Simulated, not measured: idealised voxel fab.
The process module that follows is named voxel capacitor over wiring.
Displayed cross-section: cut, width of 295 nm, square cells sized 5 nm.
Cross-section, as written here: a square-cell grid given band by band from the top down, where a band holds one or more rows of cells.
The entry gives the band's vertical extent as a top height and a bottom height in nm, then its horizontal make-up as materials from left to right, each with a width in nm. "air" stands for empty space; a single material marked "edge to edge" fills the band edge to edge.
Heads up on the height convention: 0 is the point under which the incoming wafer is all one material, and the lowest band has no bottom, it just keeps going down, like "0 down".
Top row gets the first number, bottom row gets the second, and each row in between changes by the same step: that is how a band width like "30 to 40" works.
Step note "no change occurred" = no cross-section cell changed.
Under "Voids lacking openings" you'll find the enclosed gaps, the ones with no way out to the top, that are 8 cells or bigger; each reads width x height at distance, with distance counted from the left edge, everything in nm.
Step line, after settings: the simulator's comment on this step.
overlay nm: where the mask lay relative to plan, measured to the right, on steps with a mask; negatives go left.
### Below is the list of planned process steps
1,RECEIVE [material Si]
2,CONFORMAL_DEP [material SiO2] [thk nm 15]
3,CONFORMAL_DEP [material SiCN] [thk nm 5]
4,DIRECTIONAL_DEP [material lowk] [thk nm 15]
5,DIRECTIONAL_DEP [material aC] [thk nm 10]
6,PATTERN [tone open] [mask id METAL_1] [material resist] [width nm 20] [pitch nm 85] [thk nm 30] [overlay nm 0]
7,DIRECTIONAL_ETCH [etch materials aC] [depth nm 10]
8,STRIP [etch materials resist]
9,DIRECTIONAL_ETCH [etch materials lowk] [depth nm 15]
10,DIRECTIONAL_ETCH [etch materials SiCN] [depth nm 5]
11,STRIP [etch materials aC]
12,CONFORMAL_DEP [material TiN] [thk nm 5]
13,FILL_DEP [material Cu] [thk nm 10]
14,CMP [height nm 35]
15,CONFORMAL_DEP [material SiCN] [thk nm 5]
16,DIRECTIONAL_DEP [material SiO2] [thk nm 20]
17,PATTERN [tone open] [mask id PLUG_1] [material resist] [width nm 15] [thk nm 20] [overlay nm 0]
18,DIRECTIONAL_ETCH [etch materials SiO2] [depth nm 20]
19,DIRECTIONAL_ETCH [etch materials SiCN] [depth nm 5]
20,STRIP [etch materials resist]
21,EPI [material Ru] [thk nm 10]
22,EPI [material Ru] [thk nm 10]
23,EPI [material Ru] [thk nm 5]
24,DIRECTIONAL_DEP [material TiN] [thk nm 5]
25,DIRECTIONAL_DEP [material HfO2] [thk nm 5]
26,DIRECTIONAL_DEP [material TiN] [thk nm 5]
27,DIRECTIONAL_DEP [material aC] [thk nm 15]
28,PATTERN [tone cover] [mask id UPPER_PLATE] [material resist] [width nm 70] [thk nm 35] [overlay nm 0]
29,DIRECTIONAL_ETCH [etch materials aC] [depth nm 15]
30,STRIP [etch materials resist]
31,DIRECTIONAL_ETCH [etch materials TiN] [depth nm 5]
32,DIRECTIONAL_ETCH [etch materials HfO2] [depth nm 5]
33,STRIP [etch materials aC]
34,DIRECTIONAL_DEP [material aC] [thk nm 15]
35,PATTERN [tone cover] [mask id LOWER_PLATE] [material resist] [width nm 80] [thk nm 35] [overlay nm 0]
36,DIRECTIONAL_ETCH [etch materials aC] [depth nm 15]
37,STRIP [etch materials resist]
38,DIRECTIONAL_ETCH [etch materials TiN] [depth nm 5]
39,STRIP [etch materials aC]
40,FILL_DEP [material SiO2] [thk nm 20]
41,CMP [height nm 90]
42,DIRECTIONAL_DEP [material aC] [thk nm 15]
43,PATTERN [tone open] [mask id PLUG_2] [material resist] [width nm 15] [thk nm 35] [overlay nm 0]
44,DIRECTIONAL_ETCH [etch materials aC] [depth nm 15]
45,STRIP [etch materials resist]
46,DIRECTIONAL_ETCH [etch materials SiO2] [depth nm 15]
47,STRIP [etch materials aC]
48,CONFORMAL_DEP [material TiN] [thk nm 5]
49,FILL_DEP [material Cu] [thk nm 10]
50,CMP [height nm 90]
51,CONFORMAL_DEP [material SiCN] [thk nm 5]
### As received (post step 1): cross-section
- 0 down  Si edge to edge
- Voids lacking openings: none
### Cross-sectional result after module completion. Note: starting condition and plan are unchanged from above; one processing mistake was made
- 110 to 105  SiCN edge to edge
- 105 to 95  Cu edge to edge
- 95 to 90  115 nm TiN, then 5 nm Cu, then 175 nm TiN
- 90 to 80  110 nm SiO2, then 5 nm TiN, then 5 nm Cu, then 5 nm TiN, then 170 nm SiO2
- 80 to 70  110 to 100 nm SiO2, then 15 to 70 nm TiN, then 170 to 125 nm SiO2
- 70 to 65  100 nm SiO2, then 70 nm HfO2, then 125 nm SiO2
- 65 to 60  95 nm SiO2, then 80 nm TiN, then 120 nm SiO2
- 60 to 40  100 nm SiO2, then 15 nm Ru, then 180 nm SiO2
- 40 to 35  100 nm SiCN, then 15 nm Ru, then 180 nm SiCN
- 35 to 20  95 nm lowk, then 5 nm TiN, then 10 nm Cu, then 5 nm TiN, then 65 nm lowk, then 5 nm TiN, then 10 nm Cu, then 5 nm TiN, then 95 nm lowk
- 20 to 15  95 nm SiCN, then 20 nm TiN, then 65 nm SiCN, then 20 nm TiN, then 95 nm SiCN
- 15 to 0  SiO2 edge to edge
- 0 down  Si edge to edge
- Voids lacking openings: none
Misprocessing identified: with respect to the plan, step 50 was omitted and not executed
